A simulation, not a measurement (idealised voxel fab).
Module name: voxel transistor to metal (process module)
The cross-section on display is named cut; it measures 160 nm wide, and its cells are 5 nm squares.
A cross-section in this document is a grid of square cells, and it is written down as bands, the top band listed before the ones below it; a band is made up of one or more rows of cells.
A band entry consists of two parts. The first gives the height of the band's top and the height of its bottom, in nm. The rest lists the band's materials from left to right, each with its width in nm. A single material labelled with the word "throughout" fills the band from edge to edge, and the word "empty" marks empty space.
Heights from 0 (as-received wafer is one material below). Bottom band endless downward, as "0 and below".
Width spec "30 to 40" -> top row of cells at first value, bottom row at second value, equal per-row change in between.
Where a step carries "everything unchanged", the cross-section came out of it unchanged, cell for cell.
Each empty space that has no open way to the top and spans at least 8 cells appears under "Unvented voids" as width x height at distance, the distance counted from the left edge, all in nm.
Post-settings text on a step line: simulator's own remark regarding the step.
What "overlay nm" on a step's line means: if the step has a mask, that mask lay this far to the right of its planned place, or, when the value is negative, to the left.
Pairs from here to the end. Each: cross-section before one process step, cross-section after it, the latter only as far down as the lowest band that changed. Under each: the step between, and its settings. Mind that the pairs may be taken from different runs of this module on the same starting wafer; whether a pair continues from the pair above depends on its entry headed "Prior to processing", and it does only where that entry says so.

Prior to processing
35 down to 30  TiN: 40; empty: 5; TiN: 70; empty: 5; TiN: 40
30 down to 20  SiO2: 35; TiN: 5; empty: 5; TiN: 5; SiO2: 60; TiN: 5; empty: 5; TiN: 5; SiO2: 35
20 down to 15  SiO2: 35; TiN: 5; empty: 5; TiN: 5; SiO2: 10; SiN: 5; HfO2: 5; TiN: 5; W: 10; TiN: 5; HfO2: 5; SiN: 5; SiO2: 10; TiN: 5; empty: 5; TiN: 5; SiO2: 35
15 down to 10  SiO2: 35; TiN: 15; SiO2: 10; SiN: 5; HfO2: 5; TiN: 5; W: 10; TiN: 5; HfO2: 5; SiN: 5; SiO2: 10; TiN: 15; SiO2: 35
10 down to 5  SiO2: 35; TiN: 10; pSi: 15; SiN: 5; HfO2: 5; TiN: 5; W: 10; TiN: 5; HfO2: 5; SiN: 5; pSi: 15; TiN: 10; SiO2: 35
5 down to 0  SiO2: 25; SiN: 5; SiO2: 5; TiN: 10; pSi: 15; SiN: 5; HfO2: 5; TiN: 20; HfO2: 5; SiN: 5; pSi: 15; TiN: 10; SiO2: 5; SiN: 5; SiO2: 25
0 down to -5  SiO2: 35; TiN: 10; pSi: 15; HfO2: 40; pSi: 15; TiN: 10; SiO2: 35
-5 down to -20  SiO2: 35; pSi: 25; Si: 40; pSi: 25; SiO2: 35
-20 down to -35  SiO2: 35; Si: 90; SiO2: 35
-35 and below  Si throughout
Unvented voids: none

Post-Step Geometry
40 down to 35  SiN throughout
35 down to 30  TiN: 40; SiN: 5; TiN: 70; SiN: 5; TiN: 40
30 down to 20  SiO2: 35; TiN: 5; SiN: 5; TiN: 5; SiO2: 60; TiN: 5; SiN: 5; TiN: 5; SiO2: 35
20 down to 15  SiO2: 35; TiN: 5; SiN: 5; TiN: 5; SiO2: 10; SiN: 5; HfO2: 5; TiN: 5; W: 10; TiN: 5; HfO2: 5; SiN: 5; SiO2: 10; TiN: 5; SiN: 5; TiN: 5; SiO2: 35
Below a height of 15, the structure has not been altered.
Unvented voids: none
Link between the two cross-sections above: FILL_DEP, material SiN, thk nm 5

Prior to processing: cross-section not repeated; it is the one shown after the step in the pair just above.

Post-Step Geometry
30 down to 20  SiO2: 35; TiN: 5; SiN: 5; TiN: 5; SiO2: 60; TiN: 5; SiN: 5; TiN: 5; SiO2: 35
Below a height of 20, the structure has not been altered.
Unvented voids: none
Link between the two cross-sections above: CMP, height nm 30

Prior to processing: cross-section not repeated; it is the one shown after the step in the pair just above.

Post-Step Geometry
35 down to 30  SiN throughout
Below a height of 30, the structure has not been altered.
Unvented voids: none
Link between the two cross-sections above: CONFORMAL_DEP, material SiN, thk nm 5

Prior to processing: cross-section not repeated; it is the one shown after the step in the pair just above.

Post-Step Geometry
60 down to 35  SiO2 throughout
Below a height of 35, the structure has not been altered.
Unvented voids: none
Link between the two cross-sections above: DIRECTIONAL_DEP, material SiO2, thk nm 25

Prior to processing: cross-section not repeated; it is the one shown after the step in the pair just above.

Post-Step Geometry
80 down to 60  resist: 35; empty: 15; resist: 60; empty: 15; resist: 35
Below a height of 60, the structure has not been altered.
Unvented voids: none
Link between the two cross-sections above: PATTERN, tone open, mask id METAL_1, material resist, width nm 15, pitch nm 75, thk nm 20, overlay nm 0

Prior to processing: cross-section not repeated; it is the one shown after the step in the pair just above.

Post-Step Geometry
80 down to 60  resist: 35; empty: 15; resist: 60; empty: 15; resist: 35
60 down to 35  SiO2: 35; empty: 15; SiO2: 60; empty: 15; SiO2: 35
Below a height of 35, the structure has not been altered.
Unvented voids: none
Link between the two cross-sections above: DIRECTIONAL_ETCH, etch materials SiO2, depth nm 25

Prior to processing: cross-section not repeated; it is the one shown after the step in the pair just above.

Post-Step Geometry
80 down to 60  resist: 35; empty: 15; resist: 60; empty: 15; resist: 35
60 down to 35  SiO2: 35; empty: 15; SiO2: 60; empty: 15; SiO2: 35
35 down to 30  SiN: 35; empty: 15; SiN: 60; empty: 15; SiN: 35
Below a height of 30, the structure has not been altered.
Unvented voids: none
Link between the two cross-sections above: DIRECTIONAL_ETCH, etch materials SiN, depth nm 5

Prior to processing: cross-section not repeated; it is the one shown after the step in the pair just above.

Post-Step Geometry
60 down to 35  SiO2: 35; empty: 15; SiO2: 60; empty: 15; SiO2: 35
Below a height of 35, the structure has not been altered.
Unvented voids: none
Link between the two cross-sections above: STRIP, etch materials resist

Prior to processing: cross-section not repeated; it is the one shown after the step in the pair just above.

Post-Step Geometry
65 down to 60  TiN: 40; empty: 5; TiN: 70; empty: 5; TiN: 40
60 down to 35  SiO2: 35; TiN: 5; empty: 5; TiN: 5; SiO2: 60; TiN: 5; empty: 5; TiN: 5; SiO2: 35
35 down to 30  SiN: 35; TiN: 15; SiN: 60; TiN: 15; SiN: 35
Below a height of 30, the structure has not been altered.
Unvented voids: none
Link between the two cross-sections above: CONFORMAL_DEP, material TiN, thk nm 5

Prior to processing: cross-section not repeated; it is the one shown after the step in the pair just above.

Post-Step Geometry
75 down to 65  Cu throughout
65 down to 60  TiN: 40; Cu: 5; TiN: 70; Cu: 5; TiN: 40
60 down to 35  SiO2: 35; TiN: 5; Cu: 5; TiN: 5; SiO2: 60; TiN: 5; Cu: 5; TiN: 5; SiO2: 35
Below a height of 35, the structure has not been altered.
Unvented voids: none
Link between the two cross-sections above: FILL_DEP, material Cu, thk nm 10

Prior to processing: cross-section not repeated; it is the one shown after the step in the pair just above.

Post-Step Geometry
60 down to 35  SiO2: 35; TiN: 5; Cu: 5; TiN: 5; SiO2: 60; TiN: 5; Cu: 5; TiN: 5; SiO2: 35
Below a height of 35, the structure has not been altered.
Unvented voids: none
Link between the two cross-sections above: CMP, height nm 60

Prior to processing: cross-section not repeated; it is the one shown after the step in the pair just above.

Post-Step Geometry
65 down to 60  empty: 30; Ru: 25; empty: 50; Ru: 25; empty: 30
Below a height of 60, the structure has not been altered.
Unvented voids: none
Link between the two cross-sections above: EPI, material Ru, thk nm 5

Prior to processing: cross-section not repeated; it is the one shown after the step in the pair just above.

Post-Step Geometry
70 down to 65  SiCN throughout
65 down to 60  SiCN: 30; Ru: 25; SiCN: 50; Ru: 25; SiCN: 30
Below a height of 60, the structure has not been altered.
Unvented voids: none
Link between the two cross-sections above: FILL_DEP, material SiCN, thk nm 5

Prior to processing
60 down to 55  aC: 25; empty: 110; aC: 25
55 down to 45  aC throughout
45 down to 40  SiCN: 25; aC: 110; SiCN: 25
40 down to 30  SiCN throughout
30 down to 25  polySi: 25; SiCN: 110; polySi: 25
25 down to 5  polySi throughout
5 down to 0  SiO2: 25; polySi: 110; SiO2: 25
0 down to -5  SiO2 throughout
-5 down to -35  SiO2: 35; Si: 90; SiO2: 35
-35 and below  Si throughout
Unvented voids: none

Post-Step Geometry
90 down to 60  resist: 65; empty: 30; resist: 65
60 down to 55  aC: 25; resist: 40; empty: 30; resist: 40; aC: 25
Below a height of 55, the structure has not been altered.
Unvented voids: none
Link between the two cross-sections above: PATTERN, tone open, mask id GATE, material resist, width nm 30, thk nm 30, overlay nm 0

Prior to processing: cross-section not repeated; it is the one shown after the step in the pair just above.

Post-Step Geometry
75 down to 60  resist: 65; empty: 30; resist: 65
60 down to 55  aC: 25; resist: 40; empty: 30; resist: 40; aC: 25
55 down to 45  aC: 65; empty: 30; aC: 65
45 down to 40  SiCN: 25; aC: 40; empty: 30; aC: 40; SiCN: 25
Below a height of 40, the structure has not been altered.
Unvented voids: none
Link between the two cross-sections above: DIRECTIONAL_ETCH, etch materials aC, depth nm 15

Prior to processing: cross-section not repeated; it is the one shown after the step in the pair just above.

Post-Step Geometry
60 down to 55  aC: 25; empty: 110; aC: 25
Below a height of 55, the structure has not been altered.
Unvented voids: none
Link between the two cross-sections above: STRIP, etch materials resist

Prior to processing: cross-section not repeated; it is the one shown after the step in the pair just above.

Post-Step Geometry
60 down to 55  aC: 25; empty: 110; aC: 25
55 down to 45  aC: 65; empty: 30; aC: 65
45 down to 40  SiCN: 25; aC: 40; empty: 30; aC: 40; SiCN: 25
40 down to 30  SiCN: 65; empty: 30; SiCN: 65
30 down to 25  polySi: 25; SiCN: 40; empty: 30; SiCN: 40; polySi: 25
Below a height of 25, the structure has not been altered.
Unvented voids: none
Link between the two cross-sections above: DIRECTIONAL_ETCH, etch materials SiCN, depth nm 25

Prior to processing: cross-section not repeated; it is the one shown after the step in the pair just above.

Post-Step Geometry
60 down to 55  aC: 25; empty: 110; aC: 25
55 down to 45  aC: 65; empty: 30; aC: 65
45 down to 40  SiCN: 25; aC: 40; empty: 30; aC: 40; SiCN: 25
40 down to 30  SiCN: 65; empty: 30; SiCN: 65
30 down to 25  polySi: 25; SiCN: 40; empty: 30; SiCN: 40; polySi: 25
25 down to 5  polySi: 65; empty: 30; polySi: 65
5 down to 0  SiO2: 25; polySi: 40; empty: 30; polySi: 40; SiO2: 25
Below a height of 0, the structure has not been altered.
Unvented voids: none
Link between the two cross-sections above: DIRECTIONAL_ETCH, etch materials polySi, depth nm 35

Prior to processing: cross-section not repeated; it is the one shown after the step in the pair just above.

Post-Step Geometry
45 down to 40  SiCN: 25; empty: 110; SiCN: 25
Below a height of 40, the structure has not been altered.
Unvented voids: none
Link between the two cross-sections above: STRIP, etch materials aC

Prior to processing: cross-section not repeated; it is the one shown after the step in the pair just above.

Post-Step Geometry
50 down to 45  SiN: 30; empty: 100; SiN: 30
45 down to 40  SiCN: 25; SiN: 45; empty: 20; SiN: 45; SiCN: 25
40 down to 30  SiCN: 65; SiN: 5; empty: 20; SiN: 5; SiCN: 65
30 down to 25  polySi: 25; SiCN: 40; SiN: 5; empty: 20; SiN: 5; SiCN: 40; polySi: 25
25 down to 5  polySi: 65; SiN: 5; empty: 20; SiN: 5; polySi: 65
5 down to 0  SiO2: 25; polySi: 40; SiN: 30; polySi: 40; SiO2: 25
Below a height of 0, the structure has not been altered.
Unvented voids: none
Link between the two cross-sections above: CONFORMAL_DEP, material SiN, thk nm 5

Prior to processing: cross-section not repeated; it is the one shown after the step in the pair just above.

Post-Step Geometry
45 down to 40  SiCN: 25; SiN: 5; empty: 100; SiN: 5; SiCN: 25
40 down to 30  SiCN: 65; SiN: 5; empty: 20; SiN: 5; SiCN: 65
30 down to 25  polySi: 25; SiCN: 40; SiN: 5; empty: 20; SiN: 5; SiCN: 40; polySi: 25
25 down to 5  polySi: 65; SiN: 5; empty: 20; SiN: 5; polySi: 65
5 down to 0  SiO2: 25; polySi: 40; SiN: 5; empty: 20; SiN: 5; polySi: 40; SiO2: 25
Below a height of 0, the structure has not been altered.
Unvented voids: none
Link between the two cross-sections above: DIRECTIONAL_ETCH, etch materials SiN, depth nm 5

Prior to processing: cross-section not repeated; it is the one shown after the step in the pair just above.

Post-Step Geometry
45 down to 40  SiCN: 25; SiN: 5; empty: 100; SiN: 5; SiCN: 25
40 down to 30  SiCN: 65; SiN: 5; empty: 20; SiN: 5; SiCN: 65
30 down to 25  polySi: 25; SiCN: 40; SiN: 5; empty: 20; SiN: 5; SiCN: 40; polySi: 25
25 down to 5  polySi: 65; SiN: 5; empty: 20; SiN: 5; polySi: 65
5 down to 0  SiO2: 25; polySi: 40; SiN: 5; empty: 20; SiN: 5; polySi: 40; SiO2: 25
0 down to -5  SiO2: 70; empty: 20; SiO2: 70
Below a height of -5, the structure has not been altered.
Unvented voids: none
Link between the two cross-sections above: DIRECTIONAL_ETCH, etch materials SiO2, depth nm 5

Prior to processing: cross-section not repeated; it is the one shown after the step in the pair just above.

Post-Step Geometry
45 down to 40  SiCN: 25; SiN: 5; empty: 100; SiN: 5; SiCN: 25
40 down to 30  SiCN: 65; SiN: 5; empty: 20; SiN: 5; SiCN: 65
30 down to 25  polySi: 25; SiCN: 40; SiN: 5; empty: 20; SiN: 5; SiCN: 40; polySi: 25
25 down to 5  polySi: 65; SiN: 5; empty: 20; SiN: 5; polySi: 65
5 down to 0  SiO2: 25; polySi: 40; SiN: 5; empty: 20; SiN: 5; polySi: 40; SiO2: 25
0 down to -5  SiO2: 70; empty: 20; SiO2: 70
-5 down to -20  SiO2: 35; Si: 35; empty: 20; Si: 35; SiO2: 35
Below a height of -20, the structure has not been altered.
Unvented voids: none
Link between the two cross-sections above: DIRECTIONAL_ETCH, etch materials Si, depth nm 15

Prior to processing: cross-section not repeated; it is the one shown after the step in the pair just above.

Post-Step Geometry
45 down to 40  SiCN: 25; SiN: 5; empty: 100; SiN: 5; SiCN: 25
40 down to 30  SiCN: 65; SiN: 5; empty: 20; SiN: 5; SiCN: 65
30 down to 25  polySi: 25; SiCN: 40; SiN: 5; empty: 20; SiN: 5; SiCN: 40; polySi: 25
25 down to 10  polySi: 65; SiN: 5; empty: 20; SiN: 5; polySi: 65
10 down to 5  polySi: 65; SiN: 5; pSi: 20; SiN: 5; polySi: 65
5 down to 0  SiO2: 25; polySi: 40; SiN: 5; pSi: 20; SiN: 5; polySi: 40; SiO2: 25
0 down to -5  SiO2: 70; pSi: 20; SiO2: 70
-5 down to -20  SiO2: 35; Si: 35; pSi: 20; Si: 35; SiO2: 35
Below a height of -20, the structure has not been altered.
Unvented voids: none
Link between the two cross-sections above: EPI, material pSi, thk nm 15

Prior to processing: cross-section not repeated; it is the one shown after the step in the pair just above.

Post-Step Geometry
55 down to 45  SiO2 throughout
45 down to 40  SiCN: 25; SiN: 5; SiO2: 100; SiN: 5; SiCN: 25
40 down to 30  SiCN: 65; SiN: 5; SiO2: 20; SiN: 5; SiCN: 65
30 down to 25  polySi: 25; SiCN: 40; SiN: 5; SiO2: 20; SiN: 5; SiCN: 40; polySi: 25
25 down to 10  polySi: 65; SiN: 5; SiO2: 20; SiN: 5; polySi: 65
Below a height of 10, the structure has not been altered.
Unvented voids: none
Link between the two cross-sections above: FILL_DEP, material SiO2, thk nm 10

Prior to processing: cross-section not repeated; it is the one shown after the step in the pair just above.

Post-Step Geometry
25 down to 10  polySi: 65; SiN: 5; SiO2: 20; SiN: 5; polySi: 65
Below a height of 10, the structure has not been altered.
Unvented voids: none
Link between the two cross-sections above: CMP, height nm 25

Prior to processing: cross-section not repeated; it is the one shown after the step in the pair just above.

Post-Step Geometry
25 down to 10  empty: 65; SiN: 5; SiO2: 20; SiN: 5; empty: 65
10 down to 5  empty: 65; SiN: 5; pSi: 20; SiN: 5; empty: 65
5 down to 0  SiO2: 25; empty: 40; SiN: 5; pSi: 20; SiN: 5; empty: 40; SiO2: 25
Below a height of 0, the structure has not been altered.
Unvented voids: none
Link between the two cross-sections above: STRIP, etch materials polySi

Prior to processing: cross-section not repeated; it is the one shown after the step in the pair just above.

Post-Step Geometry
25 down to 20  empty: 65; SiN: 5; empty: 20; SiN: 5; empty: 65
20 down to 10  empty: 65; SiN: 5; SiO2: 20; SiN: 5; empty: 65
10 down to 0  empty: 65; SiN: 5; pSi: 20; SiN: 5; empty: 65
0 down to -5  SiO2: 20; empty: 50; pSi: 20; empty: 50; SiO2: 20
Below a height of -5, the structure has not been altered.
Unvented voids: none
Link between the two cross-sections above: SELECTIVE_ETCH, etch materials SiO2, depth nm 5

Prior to processing: cross-section not repeated; it is the one shown after the step in the pair just above.

Post-Step Geometry
30 down to 25  empty: 60; HfO2: 15; empty: 10; HfO2: 15; empty: 60
25 down to 20  empty: 60; HfO2: 5; SiN: 5; HfO2: 20; SiN: 5; HfO2: 5; empty: 60
20 down to 10  empty: 60; HfO2: 5; SiN: 5; SiO2: 20; SiN: 5; HfO2: 5; empty: 60
10 down to 5  empty: 60; HfO2: 5; SiN: 5; pSi: 20; SiN: 5; HfO2: 5; empty: 60
5 down to 0  HfO2: 25; empty: 35; HfO2: 5; SiN: 5; pSi: 20; SiN: 5; HfO2: 5; empty: 35; HfO2: 25
0 down to -5  SiO2: 20; HfO2: 50; pSi: 20; HfO2: 50; SiO2: 20
Below a height of -5, the structure has not been altered.
Unvented voids: none
Link between the two cross-sections above: CONFORMAL_DEP, material HfO2, thk nm 5

Prior to processing: cross-section not repeated; it is the one shown after the step in the pair just above.

Post-Step Geometry
35 down to 30  empty: 55; TiN: 50; empty: 55
30 down to 25  empty: 55; TiN: 5; HfO2: 15; TiN: 10; HfO2: 15; TiN: 5; empty: 55
25 down to 20  empty: 55; TiN: 5; HfO2: 5; SiN: 5; HfO2: 20; SiN: 5; HfO2: 5; TiN: 5; empty: 55
20 down to 10  empty: 55; TiN: 5; HfO2: 5; SiN: 5; SiO2: 20; SiN: 5; HfO2: 5; TiN: 5; empty: 55
10 down to 5  TiN: 30; empty: 25; TiN: 5; HfO2: 5; SiN: 5; pSi: 20; SiN: 5; HfO2: 5; TiN: 5; empty: 25; TiN: 30
5 down to 0  HfO2: 25; TiN: 35; HfO2: 5; SiN: 5; pSi: 20; SiN: 5; HfO2: 5; TiN: 35; HfO2: 25
Below a height of 0, the structure has not been altered.
Unvented voids: none
Link between the two cross-sections above: CONFORMAL_DEP, material TiN, thk nm 5

Prior to processing: cross-section not repeated; it is the one shown after the step in the pair just above.

Post-Step Geometry
40 down to 35  W throughout
35 down to 30  W: 55; TiN: 50; W: 55
30 down to 25  W: 55; TiN: 5; HfO2: 15; TiN: 10; HfO2: 15; TiN: 5; W: 55
25 down to 20  W: 55; TiN: 5; HfO2: 5; SiN: 5; HfO2: 20; SiN: 5; HfO2: 5; TiN: 5; W: 55
20 down to 10  W: 55; TiN: 5; HfO2: 5; SiN: 5; SiO2: 20; SiN: 5; HfO2: 5; TiN: 5; W: 55
10 down to 5  TiN: 30; W: 25; TiN: 5; HfO2: 5; SiN: 5; pSi: 20; SiN: 5; HfO2: 5; TiN: 5; W: 25; TiN: 30
Below a height of 5, the structure has not been altered.
Unvented voids: none
Link between the two cross-sections above: FILL_DEP, material W, thk nm 5

Prior to processing: cross-section not repeated; it is the one shown after the step in the pair just above.

Post-Step Geometry
20 down to 10  W: 55; TiN: 5; HfO2: 5; SiN: 5; SiO2: 20; SiN: 5; HfO2: 5; TiN: 5; W: 55
Below a height of 10, the structure has not been altered.
Unvented voids: none
Link between the two cross-sections above: CMP, height nm 20

Prior to processing: cross-section not repeated; it is the one shown after the step in the pair just above.

Post-Step Geometry
30 down to 20  SiO2 throughout
Below a height of 20, the structure has not been altered.
Unvented voids: none
Link between the two cross-sections above: DIRECTIONAL_DEP, material SiO2, thk nm 10

Prior to processing: cross-section not repeated; it is the one shown after the step in the pair just above.

Post-Step Geometry
30 down to 20  SiO2: 35; empty: 15; SiO2: 60; empty: 15; SiO2: 35
Below a height of 20, the structure has not been altered.
Unvented voids: none
Link between the two cross-sections above: MASKED_ETCH, tone open, mask id CONTACT, width nm 15, pitch nm 75, etch materials SiO2, depth nm 35, overlay nm 0

Prior to processing: cross-section not repeated; it is the one shown after the step in the pair just above.

Post-Step Geometry
35 down to 30  TiN: 40; empty: 5; TiN: 70; empty: 5; TiN: 40
30 down to 25  SiO2: 35; TiN: 5; empty: 5; TiN: 5; SiO2: 60; TiN: 5; empty: 5; TiN: 5; SiO2: 35
25 down to 20  SiO2: 35; TiN: 15; SiO2: 60; TiN: 15; SiO2: 35
Below a height of 20, the structure has not been altered.
Unvented voids: none
Link between the two cross-sections above: CONFORMAL_DEP, material TiN, thk nm 5

Prior to processing: cross-section not repeated; it is the one shown after the step in the pair just above.

Post-Step Geometry
40 down to 35  Ru throughout
35 down to 30  TiN: 40; Ru: 5; TiN: 70; Ru: 5; TiN: 40
30 down to 25  SiO2: 35; TiN: 5; Ru: 5; TiN: 5; SiO2: 60; TiN: 5; Ru: 5; TiN: 5; SiO2: 35
Below a height of 25, the structure has not been altered.
Unvented voids: none
Link between the two cross-sections above: FILL_DEP, material Ru, thk nm 5

Prior to processing: cross-section not repeated; it is the one shown after the step in the pair just above.

Post-Step Geometry
30 down to 25  SiO2: 35; TiN: 5; Ru: 5; TiN: 5; SiO2: 60; TiN: 5; Ru: 5; TiN: 5; SiO2: 35
Below a height of 25, the structure has not been altered.
Unvented voids: none
Link between the two cross-sections above: CMP, height nm 30

Prior to processing: cross-section not repeated; it is the one shown after the step in the pair just above.

Post-Step Geometry
35 down to 30  SiN throughout
Below a height of 30, the structure has not been altered.
Unvented voids: none
Link between the two cross-sections above: CONFORMAL_DEP, material SiN, thk nm 5

Prior to processing: cross-section not repeated; it is the one shown after the step in the pair just above.

Post-Step Geometry
60 down to 35  SiO2 throughout
Below a height of 35, the structure has not been altered.
Unvented voids: none
Link between the two cross-sections above: DIRECTIONAL_DEP, material SiO2, thk nm 25

Prior to processing: cross-section not repeated; it is the one shown after the step in the pair just above.

Post-Step Geometry
80 down to 60  resist: 35; empty: 15; resist: 60; empty: 15; resist: 35
Below a height of 60, the structure has not been altered.
Unvented voids: none
Link between the two cross-sections above: PATTERN, tone open, mask id METAL_1, material resist, width nm 15, pitch nm 75, thk nm 20, overlay nm 0

Prior to processing: cross-section not repeated; it is the one shown after the step in the pair just above.

Post-Step Geometry
80 down to 60  resist: 35; empty: 15; resist: 60; empty: 15; resist: 35
60 down to 35  SiO2: 35; empty: 15; SiO2: 60; empty: 15; SiO2: 35
Below a height of 35, the structure has not been altered.
Unvented voids: none
Link between the two cross-sections above: DIRECTIONAL_ETCH, etch materials SiO2, depth nm 25

Prior to processing: cross-section not repeated; it is the one shown after the step in the pair just above.

Post-Step Geometry
80 down to 60  resist: 35; empty: 15; resist: 60; empty: 15; resist: 35
60 down to 35  SiO2: 35; empty: 15; SiO2: 60; empty: 15; SiO2: 35
35 down to 30  SiN: 35; empty: 15; SiN: 60; empty: 15; SiN: 35
Below a height of 30, the structure has not been altered.
Unvented voids: none
Link between the two cross-sections above: DIRECTIONAL_ETCH, etch materials SiN, depth nm 5

Prior to processing: cross-section not repeated; it is the one shown after the step in the pair just above.

Post-Step Geometry
60 down to 35  SiO2: 35; empty: 15; SiO2: 60; empty: 15; SiO2: 35
Below a height of 35, the structure has not been altered.
Unvented voids: none
Link between the two cross-sections above: STRIP, etch materials resist

Prior to processing: cross-section not repeated; it is the one shown after the step in the pair just above.

Post-Step Geometry
65 down to 60  TiN: 40; empty: 5; TiN: 70; empty: 5; TiN: 40
60 down to 35  SiO2: 35; TiN: 5; empty: 5; TiN: 5; SiO2: 60; TiN: 5; empty: 5; TiN: 5; SiO2: 35
35 down to 30  SiN: 35; TiN: 15; SiN: 60; TiN: 15; SiN: 35
Below a height of 30, the structure has not been altered.
Unvented voids: none
Link between the two cross-sections above: CONFORMAL_DEP, material TiN, thk nm 5

Prior to processing: cross-section not repeated; it is the one shown after the step in the pair just above.

Post-Step Geometry
75 down to 65  Cu throughout
65 down to 60  TiN: 40; Cu: 5; TiN: 70; Cu: 5; TiN: 40
60 down to 35  SiO2: 35; TiN: 5; Cu: 5; TiN: 5; SiO2: 60; TiN: 5; Cu: 5; TiN: 5; SiO2: 35
Below a height of 35, the structure has not been altered.
Unvented voids: none
Link between the two cross-sections above: FILL_DEP, material Cu, thk nm 10

Prior to processing: cross-section not repeated; it is the one shown after the step in the pair just above.

Post-Step Geometry
60 down to 35  SiO2: 35; TiN: 5; Cu: 5; TiN: 5; SiO2: 60; TiN: 5; Cu: 5; TiN: 5; SiO2: 35
Below a height of 35, the structure has not been altered.
Unvented voids: none
Link between the two cross-sections above: CMP, height nm 60

Prior to processing: cross-section not repeated; it is the one shown after the step in the pair just above.

Post-Step Geometry
65 down to 60  empty: 30; Ru: 25; empty: 50; Ru: 25; empty: 30
Below a height of 60, the structure has not been altered.
Unvented voids: none
Link between the two cross-sections above: EPI, material Ru, thk nm 5

Prior to processing: cross-section not repeated; it is the one shown after the step in the pair just above.

Post-Step Geometry
70 down to 65  SiCN throughout
65 down to 60  SiCN: 30; Ru: 25; SiCN: 50; Ru: 25; SiCN: 30
Below a height of 60, the structure has not been altered.
Unvented voids: none
Link between the two cross-sections above: FILL_DEP, material SiCN, thk nm 5
